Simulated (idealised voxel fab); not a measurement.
process module | voxel transistor to metal
cross-section cut | 215 nm wide | cells 5 nm
A cross-section is a grid of square cells, given in bands from the top down. A band is one or more rows of cells.
Each band's line starts with the height of the band's top and of its bottom, in nm. Then come its materials from left to right, each with its width in nm. One material with "throughout" fills the band from edge to edge. "air" is empty space.
Height 0 is the level under which the wafer as received is all one material. The lowest band goes on downwards, as in "0 down".
A width such as "30 to 40" changes by the same amount from each row of cells to the next, from the band's top row to its bottom row.
"no change" after a step means that no cell of the cross-section changed.
closed voids: empty space of 8 cells or more with no open way to the top, each as width x height at its distance from the left edge, in nm
after a step's settings: what the simulator itself notes on the step
overlay nm, on a step with a mask: how far to the right of its planned place the mask lay; to the left if negative
plan
1 op RECEIVE | material Si
2 op OXIDIZE | depth nm 5
3 op CONFORMAL_DEP | material SiN | thk nm 15
4 op MASKED_ETCH | tone cover | mask id ACTIVE | width nm 135 | etch materials SiN | depth nm 15 | overlay nm 0
5 op MASKED_ETCH | tone cover | mask id ACTIVE | width nm 135 | etch materials SiO2 | depth nm 5 | overlay nm 0
6 op MASKED_ETCH | tone cover | mask id ACTIVE | width nm 135 | etch materials Si | depth nm 35 | overlay nm 0
7 op OXIDIZE | depth nm 5
8 op FILL_DEP | material SiO2 | thk nm 5
9 op CMP | height nm 15
10 op SELECTIVE_ETCH | etch materials SiO2 | depth nm 10
11 op STRIP | etch materials SiN
12 op SELECTIVE_ETCH | etch materials SiO2 | depth nm 5
13 op OXIDIZE | depth nm 5
14 op DIRECTIONAL_DEP | material polySi | thk nm 25
15 op DIRECTIONAL_DEP | material SiCN | thk nm 10
16 op PATTERN | tone cover | mask id GATE | material resist | width nm 35 | thk nm 15 | overlay nm 0
17 op DIRECTIONAL_ETCH | etch materials SiCN | depth nm 20
18 op DIRECTIONAL_ETCH | etch materials polySi | depth nm 35
19 op STRIP | etch materials resist
20 op CONFORMAL_DEP | material SiO2 | thk nm 5
21 op DIRECTIONAL_ETCH | etch materials SiO2 | depth nm 5
22 op CONFORMAL_DEP | material SiN | thk nm 5
23 op DIRECTIONAL_ETCH | etch materials SiN | depth nm 5
24 op DIRECTIONAL_ETCH | etch materials SiO2 | depth nm 5
25 op DIRECTIONAL_ETCH | etch materials Si | depth nm 5
26 op EPI | material pSi | thk nm 5
27 op FILL_DEP | material SiO2 | thk nm 10
28 op CMP | height nm 20
29 op STRIP | etch materials polySi
30 op SELECTIVE_ETCH | etch materials SiO2 | depth nm 5
31 op CONFORMAL_DEP | material HfO2 | thk nm 5
32 op CONFORMAL_DEP | material TiN | thk nm 5
33 op FILL_DEP | material W | thk nm 5
34 op CMP | height nm 15
35 op DIRECTIONAL_DEP | material SiO2 | thk nm 15
36 op MASKED_ETCH | tone open | mask id CONTACT | width nm 20 | pitch nm 95 | etch materials SiO2 | depth nm 40 | overlay nm 0
37 op CONFORMAL_DEP | material TiN | thk nm 5
38 op FILL_DEP | material Ru | thk nm 10
39 op CMP | height nm 30
40 op DIRECTIONAL_DEP | material TiN | thk nm 5
41 op DIRECTIONAL_DEP | material W | thk nm 20
42 op PATTERN | tone cover | mask id METAL_1 | material resist | width nm 20 | pitch nm 95 | thk nm 15 | overlay nm 0
43 op DIRECTIONAL_ETCH | etch materials W | depth nm 20
44 op DIRECTIONAL_ETCH | etch materials TiN | depth nm 5
45 op STRIP | etch materials resist
46 op CONFORMAL_DEP | material SiCN | thk nm 5
47 op FILL_DEP | material lowk | thk nm 5
48 op CMP | height nm 55
49 op CONFORMAL_DEP | material SiCN | thk nm 5
50 op DIRECTIONAL_DEP | material lowk | thk nm 25
51 op PATTERN | tone open | mask id METAL_2_HOLES | material resist | width nm 15 | pitch nm 95 | thk nm 20 | overlay nm 0
52 op DIRECTIONAL_ETCH | etch materials lowk | depth nm 25
53 op STRIP | etch materials resist
54 op DIRECTIONAL_DEP | material aC | thk nm 10
55 op PATTERN | tone open | mask id METAL_2 | material resist | width nm 20 | pitch nm 95 | thk nm 25 | overlay nm 0
56 op DIRECTIONAL_ETCH | etch materials aC | depth nm 10
57 op STRIP | etch materials resist
58 op DIRECTIONAL_ETCH | etch materials lowk | depth nm 15
59 op DIRECTIONAL_ETCH | etch materials SiCN | depth nm 5
60 op STRIP | etch materials aC
61 op CONFORMAL_DEP | material TiN | thk nm 5
62 op FILL_DEP | material Ru | thk nm 5
63 op CMP | height nm 85
64 op CONFORMAL_DEP | material SiCN | thk nm 5
as received, after step 1
  0 down: Si throughout
  closed voids: none
first wafer at the end, as planned
  90 to 85: SiCN throughout
  85 to 75: lowk 50 | TiN 5 | Ru 10 | TiN 5 | lowk 75 | TiN 5 | Ru 10 | TiN 5 | lowk 50
  75 to 70: lowk 50 | TiN 5 | Ru 5 | TiN 10 | lowk 75 | TiN 5 | Ru 5 | TiN 10 | lowk 50
  70 to 60: lowk 50 | TiN 5 | Ru 5 | TiN 5 | lowk 80 | TiN 5 | Ru 5 | TiN 5 | lowk 55
  60 to 55: SiCN 50 | TiN 15 | SiCN 80 | TiN 15 | SiCN 55
  55 to 35: lowk 45 | SiCN 5 | W 20 | SiCN 5 | lowk 65 | SiCN 5 | W 20 | SiCN 5 | lowk 45
  35 to 30: SiCN 50 | TiN 20 | SiCN 75 | TiN 20 | SiCN 50
  30 to 15: SiO2 50 | TiN 5 | Ru 10 | TiN 5 | SiO2 75 | TiN 5 | Ru 10 | TiN 5 | SiO2 50
  15 to 0: SiO2 50 | TiN 5 | Ru 10 | TiN 5 | SiO2 10 | SiN 5 | HfO2 5 | TiN 5 | W 25 | TiN 5 | HfO2 5 | SiN 5 | SiO2 10 | TiN 5 | Ru 10 | TiN 5 | SiO2 50
  0 to -5: SiO2 40 | SiN 5 | SiO2 5 | TiN 5 | Ru 10 | TiN 5 | SiO2 10 | SiN 5 | HfO2 5 | TiN 35 | HfO2 5 | SiN 5 | SiO2 10 | TiN 5 | Ru 10 | TiN 5 | SiO2 5 | SiN 5 | SiO2 40
  -5 to -10: SiO2 50 | TiN 20 | SiO2 5 | pSi 5 | SiO2 5 | HfO2 45 | SiO2 5 | pSi 5 | SiO2 5 | TiN 20 | SiO2 50
  -10 to -15: SiO2 45 | pSi 35 | Si 55 | pSi 35 | SiO2 45
  -15 to -45: SiO2 45 | Si 125 | SiO2 45
  -45 down: Si throughout
  closed voids: none
second wafer at the end: like start, like plan, one mistake
  90 to 85: SiCN throughout
  85 to 75: lowk 50 | TiN 5 | Ru 10 | TiN 5 | lowk 75 | TiN 5 | Ru 10 | TiN 5 | lowk 50
  75 to 70: lowk 50 | TiN 5 | Ru 5 | TiN 10 | lowk 75 | TiN 5 | Ru 5 | TiN 10 | lowk 50
  70 to 60: lowk 50 | TiN 5 | Ru 5 | TiN 5 | lowk 80 | TiN 5 | Ru 5 | TiN 5 | lowk 55
  60 to 55: SiCN 50 | TiN 15 | SiCN 80 | TiN 15 | SiCN 55
  55 to 35: lowk 45 | SiCN 5 | W 20 | SiCN 5 | lowk 65 | SiCN 5 | W 20 | SiCN 5 | lowk 45
  35 to 30: SiCN 50 | TiN 20 | SiCN 75 | TiN 20 | SiCN 50
  30 to 15: SiO2 50 | TiN 5 | Ru 10 | TiN 5 | SiO2 75 | TiN 5 | Ru 10 | TiN 5 | SiO2 50
  15 to 0: SiO2 50 | TiN 5 | Ru 10 | TiN 5 | SiO2 10 | SiN 5 | HfO2 5 | lowk 5 | W 25 | lowk 5 | HfO2 5 | SiN 5 | SiO2 10 | TiN 5 | Ru 10 | TiN 5 | SiO2 50
  0 to -5: SiO2 40 | SiN 5 | SiO2 5 | TiN 5 | Ru 10 | TiN 5 | SiO2 10 | SiN 5 | HfO2 5 | lowk 35 | HfO2 5 | SiN 5 | SiO2 10 | TiN 5 | Ru 10 | TiN 5 | SiO2 5 | SiN 5 | SiO2 40
  -5 to -10: SiO2 50 | TiN 20 | SiO2 5 | pSi 5 | SiO2 5 | HfO2 45 | SiO2 5 | pSi 5 | SiO2 5 | TiN 20 | SiO2 50
  -10 to -15: SiO2 45 | pSi 35 | Si 55 | pSi 35 | SiO2 45
  -15 to -45: SiO2 45 | Si 125 | SiO2 45
  -45 down: Si throughout
  closed voids: none
what went wrong: step 32 ran as: op CONFORMAL_DEP | material lowk | thk nm 5
at the end the second wafer has, in cells: 13 fewer of TiN | 13 more of lowk
